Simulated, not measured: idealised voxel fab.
Title: Process Module voxel self aligned contacts
In the cross-section labelled cut, the width is 160 nm and each square cell is 5 nm.
Reading order for cross-sections: top band down to bottom band. Underlying form: a grid of square cells. Band size: one or more rows of cells.
Band: top and bottom heights (nm) first, top before bottom; then materials from left to right, widths in nm. "all across" marks a sole material filling the band edge to edge. "air" denotes empty space.
Measure heights from 0. That's the level where, below it, the as-received wafer is all one material. The lowest band is bottomless and extends downward; write it as in "0 down".
A width such as "30->40" changes by the same amount from each row of cells to the next, from the band's top row to its bottom row.
Reading "changes: none" for a step: not a cell of the cross-section changed in it.
The list in "Enclosed cavities" covers empty spaces of 8 cells or more that cannot reach the top through any open way, and it gives each as width x height at distance; the distance is from the left edge, and width, height and distance are in nm.
Whatever follows a step's settings on its line is a remark the simulator itself makes about that step.
The "overlay nm" setting may appear on a step's line; for a step that uses a mask, it gives how far to the right of its planned position the mask lay, and a negative value indicates the left.

Listed below are the process steps as planned
- 1: op RECEIVE | material Si
- 2: op CONFORMAL_DEP | material SiO2 | thk nm 5
- 3: op DIRECTIONAL_DEP | material polySi | thk nm 30
- 4: op DIRECTIONAL_DEP | material SiN | thk nm 20
- 5: op MASKED_ETCH | tone cover | mask id GATE | width nm 30 | pitch nm 60 | etch materials SiN | depth nm 20 | overlay nm 0
- 6: op MASKED_ETCH | tone cover | mask id GATE | width nm 30 | pitch nm 60 | etch materials polySi | depth nm 30 | overlay nm 0
- 7: op CONFORMAL_DEP | material SiN | thk nm 5
- 8: op DIRECTIONAL_ETCH | etch materials SiN | depth nm 5
- 9: op FILL_DEP | material SiO2 | thk nm 20
- 10: op CMP | height nm 65
- 11: op DIRECTIONAL_DEP | material aC | thk nm 10
- 12: op PATTERN | tone open | mask id CONTACT | material resist | width nm 40 | thk nm 25 | overlay nm 0
- 13: op DIRECTIONAL_ETCH | etch materials aC | depth nm 10
- 14: op STRIP | etch materials resist
- 15: op DIRECTIONAL_ETCH | etch materials SiO2 | depth nm 65
- 16: op STRIP | etch materials aC
- 17: op CONFORMAL_DEP | material TiN | thk nm 5
- 18: op FILL_DEP | material Ru | thk nm 5
- 19: op CMP | height nm 65
- 20: op CONFORMAL_DEP | material SiCN | thk nm 5

Below: the first of two wafers, run as planned

Cross-section of the wafer as it came to us, i.e., already through step 1
  0 down | Si all across
  Enclosed cavities: none

Wafer xsec, post step 2
  5 to 0 | SiO2 all across
  Lower than 0, everything is as it was.

Wafer xsec, post step 3
  35 to 5 | polySi all across
  Lower than 5, everything is as it was.

Wafer xsec, post step 4
  55 to 35 | SiN all across
  Lower than 35, everything is as it was.

Wafer xsec, post step 5
  55 to 35 | air (35) | SiN (30) | air (30) | SiN (30) | air (35)
  Lower than 35, everything is as it was.

Wafer xsec, post step 6
  55 to 35 | air (35) | SiN (30) | air (30) | SiN (30) | air (35)
  35 to 5 | air (35) | polySi (30) | air (30) | polySi (30) | air (35)
  Lower than 5, everything is as it was.

Wafer xsec, post step 7
  60 to 35 | air (30) | SiN (40) | air (20) | SiN (40) | air (30)
  35 to 10 | air (30) | SiN (5) | polySi (30) | SiN (5) | air (20) | SiN (5) | polySi (30) | SiN (5) | air (30)
  10 to 5 | SiN (35) | polySi (30) | SiN (30) | polySi (30) | SiN (35)
  Lower than 5, everything is as it was.

Wafer xsec, post step 8
  55 to 35 | air (30) | SiN (40) | air (20) | SiN (40) | air (30)
  35 to 5 | air (30) | SiN (5) | polySi (30) | SiN (5) | air (20) | SiN (5) | polySi (30) | SiN (5) | air (30)
  Lower than 5, everything is as it was.

Wafer xsec, post step 9
  75 to 55 | SiO2 all across
  55 to 35 | SiO2 (30) | SiN (40) | SiO2 (20) | SiN (40) | SiO2 (30)
  35 to 5 | SiO2 (30) | SiN (5) | polySi (30) | SiN (5) | SiO2 (20) | SiN (5) | polySi (30) | SiN (5) | SiO2 (30)
  Lower than 5, everything is as it was.

Wafer xsec, post step 10
  65 to 55 | SiO2 all across
  Lower than 55, everything is as it was.

Wafer xsec, post step 11
  75 to 65 | aC all across
  Lower than 65, everything is as it was.

Wafer xsec, post step 12
  100 to 75 | resist (60) | air (40) | resist (60)
  Lower than 75, everything is as it was.

Wafer xsec, post step 13
  90 to 75 | resist (60) | air (40) | resist (60)
  75 to 65 | aC (60) | air (40) | aC (60)
  Lower than 65, everything is as it was.

Wafer xsec, post step 14
  75 to 65 | aC (60) | air (40) | aC (60)
  Lower than 65, everything is as it was.

Wafer xsec, post step 15
  75 to 65 | aC (60) | air (40) | aC (60)
  65 to 55 | SiO2 (60) | air (40) | SiO2 (60)
  55 to 35 | SiO2 (30) | SiN (40) | air (20) | SiN (40) | SiO2 (30)
  35 to 5 | SiO2 (30) | SiN (5) | polySi (30) | SiN (5) | air (20) | SiN (5) | polySi (30) | SiN (5) | SiO2 (30)
  5 to 0 | SiO2 (70) | air (20) | SiO2 (70)
  Lower than 0, everything is as it was.

Wafer xsec, post step 16
  65 to 55 | SiO2 (60) | air (40) | SiO2 (60)
  Lower than 55, everything is as it was.

Wafer xsec, post step 17
  70 to 65 | TiN (65) | air (30) | TiN (65)
  65 to 55 | SiO2 (60) | TiN (5->15) | air (30->10) | TiN (5->15) | SiO2 (60)
  55 to 35 | SiO2 (30) | SiN (40) | TiN (5) | air (10) | TiN (5) | SiN (40) | SiO2 (30)
  35 to 5 | SiO2 (30) | SiN (5) | polySi (30) | SiN (5) | TiN (5) | air (10) | TiN (5) | SiN (5) | polySi (30) | SiN (5) | SiO2 (30)
  5 to 0 | SiO2 (70) | TiN (20) | SiO2 (70)
  Lower than 0, everything is as it was.

Wafer xsec, post step 18
  75 to 70 | Ru all across
  70 to 65 | TiN (65) | Ru (30) | TiN (65)
  65 to 55 | SiO2 (60) | TiN (5->15) | Ru (30->10) | TiN (5->15) | SiO2 (60)
  55 to 35 | SiO2 (30) | SiN (40) | TiN (5) | Ru (10) | TiN (5) | SiN (40) | SiO2 (30)
  35 to 5 | SiO2 (30) | SiN (5) | polySi (30) | SiN (5) | TiN (5) | Ru (10) | TiN (5) | SiN (5) | polySi (30) | SiN (5) | SiO2 (30)
  Lower than 5, everything is as it was.

Wafer xsec, post step 19
  65 to 55 | SiO2 (60) | TiN (5->15) | Ru (30->10) | TiN (5->15) | SiO2 (60)
  Lower than 55, everything is as it was.

Wafer xsec, post step 20
  70 to 65 | SiCN all across
  Lower than 65, everything is as it was.

The remaining wafer, second of the two, started like the first and was run to the same plan, except that one mistake was made along the way; the two coincide through step 4, inclusive

When step 5 should have ended
  55 to 35 | air (40) | SiN (20) | air (40) | SiN (20) | air (40)
  Lower than 35, everything is as it was.

When step 6 should have ended
  55 to 35 | air (40) | SiN (20) | air (40) | SiN (20) | air (40)
  35 to 5 | air (35) | polySi (30) | air (30) | polySi (30) | air (35)
  Lower than 5, everything is as it was.

When step 7 should have ended
  60 to 40 | air (35) | SiN (30) | air (30) | SiN (30) | air (35)
  40 to 35 | air (30) | SiN (40) | air (20) | SiN (40) | air (30)
  35 to 10 | air (30) | SiN (5) | polySi (30) | SiN (5) | air (20) | SiN (5) | polySi (30) | SiN (5) | air (30)
  10 to 5 | SiN (35) | polySi (30) | SiN (30) | polySi (30) | SiN (35)
  Lower than 5, everything is as it was.

When step 8 should have ended
  55 to 35 | air (35) | SiN (30) | air (30) | SiN (30) | air (35)
  35 to 5 | air (30) | SiN (5) | polySi (30) | SiN (5) | air (20) | SiN (5) | polySi (30) | SiN (5) | air (30)
  Lower than 5, everything is as it was.

When step 9 should have ended
  75 to 55 | SiO2 all across
  55 to 35 | SiO2 (35) | SiN (30) | SiO2 (30) | SiN (30) | SiO2 (35)
  35 to 5 | SiO2 (30) | SiN (5) | polySi (30) | SiN (5) | SiO2 (20) | SiN (5) | polySi (30) | SiN (5) | SiO2 (30)
  Lower than 5, everything is as it was.

When step 10 should have ended
  65 to 55 | SiO2 all across
  Lower than 55, everything is as it was.

When step 11 should have ended
  75 to 65 | aC all across
  Lower than 65, everything is as it was.

When step 12 should have ended
  100 to 75 | resist (60) | air (40) | resist (60)
  Lower than 75, everything is as it was.

When step 13 should have ended
  90 to 75 | resist (60) | air (40) | resist (60)
  75 to 65 | aC (60) | air (40) | aC (60)
  Lower than 65, everything is as it was.

When step 14 should have ended
  75 to 65 | aC (60) | air (40) | aC (60)
  Lower than 65, everything is as it was.

When step 15 should have ended
  75 to 65 | aC (60) | air (40) | aC (60)
  65 to 55 | SiO2 (60) | air (40) | SiO2 (60)
  55 to 35 | SiO2 (35) | SiN (30) | air (30) | SiN (30) | SiO2 (35)
  35 to 5 | SiO2 (30) | SiN (5) | polySi (30) | SiN (5) | air (20) | SiN (5) | polySi (30) | SiN (5) | SiO2 (30)
  5 to 0 | SiO2 (70) | air (20) | SiO2 (70)
  Lower than 0, everything is as it was.

When step 16 should have ended
  65 to 55 | SiO2 (60) | air (40) | SiO2 (60)
  Lower than 55, everything is as it was.

When step 17 should have ended
  70 to 65 | TiN (65) | air (30) | TiN (65)
  65 to 55 | SiO2 (60) | TiN (5->10) | air (30->20) | TiN (5->10) | SiO2 (60)
  55 to 40 | SiO2 (35) | SiN (30) | TiN (5) | air (20) | TiN (5) | SiN (30) | SiO2 (35)
  40 to 35 | SiO2 (35) | SiN (30) | TiN (10) | air (10) | TiN (10) | SiN (30) | SiO2 (35)
  35 to 5 | SiO2 (30) | SiN (5) | polySi (30) | SiN (5) | TiN (5) | air (10) | TiN (5) | SiN (5) | polySi (30) | SiN (5) | SiO2 (30)
  5 to 0 | SiO2 (70) | TiN (20) | SiO2 (70)
  Lower than 0, everything is as it was.

When step 18 should have ended
  75 to 70 | Ru all across
  70 to 65 | TiN (65) | Ru (30) | TiN (65)
  65 to 55 | SiO2 (60) | TiN (5->10) | Ru (30->20) | TiN (5->10) | SiO2 (60)
  55 to 40 | SiO2 (35) | SiN (30) | TiN (5) | Ru (20) | TiN (5) | SiN (30) | SiO2 (35)
  40 to 35 | SiO2 (35) | SiN (30) | TiN (10) | Ru (10) | TiN (10) | SiN (30) | SiO2 (35)
  35 to 5 | SiO2 (30) | SiN (5) | polySi (30) | SiN (5) | TiN (5) | Ru (10) | TiN (5) | SiN (5) | polySi (30) | SiN (5) | SiO2 (30)
  Lower than 5, everything is as it was.

When step 19 should have ended
  65 to 55 | SiO2 (60) | TiN (5->10) | Ru (30->20) | TiN (5->10) | SiO2 (60)
  Lower than 55, everything is as it was.

When step 20 should have ended
  70 to 65 | SiCN all across
  Lower than 65, everything is as it was.
It is concluded that the wafer was processed incorrectly with respect to the plan, in that note that step 5 departed from the planned setting and was carried out as op MASKED_ETCH | tone cover | mask id GATE | width nm 20 | pitch nm 60 | etch materials SiN | depth nm 20 | overlay nm 0
Bottom line after processing is that, in cells, the second wafer is up or down on some materials versus the first: Ru: 8 more; SiN: 16 fewer; SiO2: 8 more
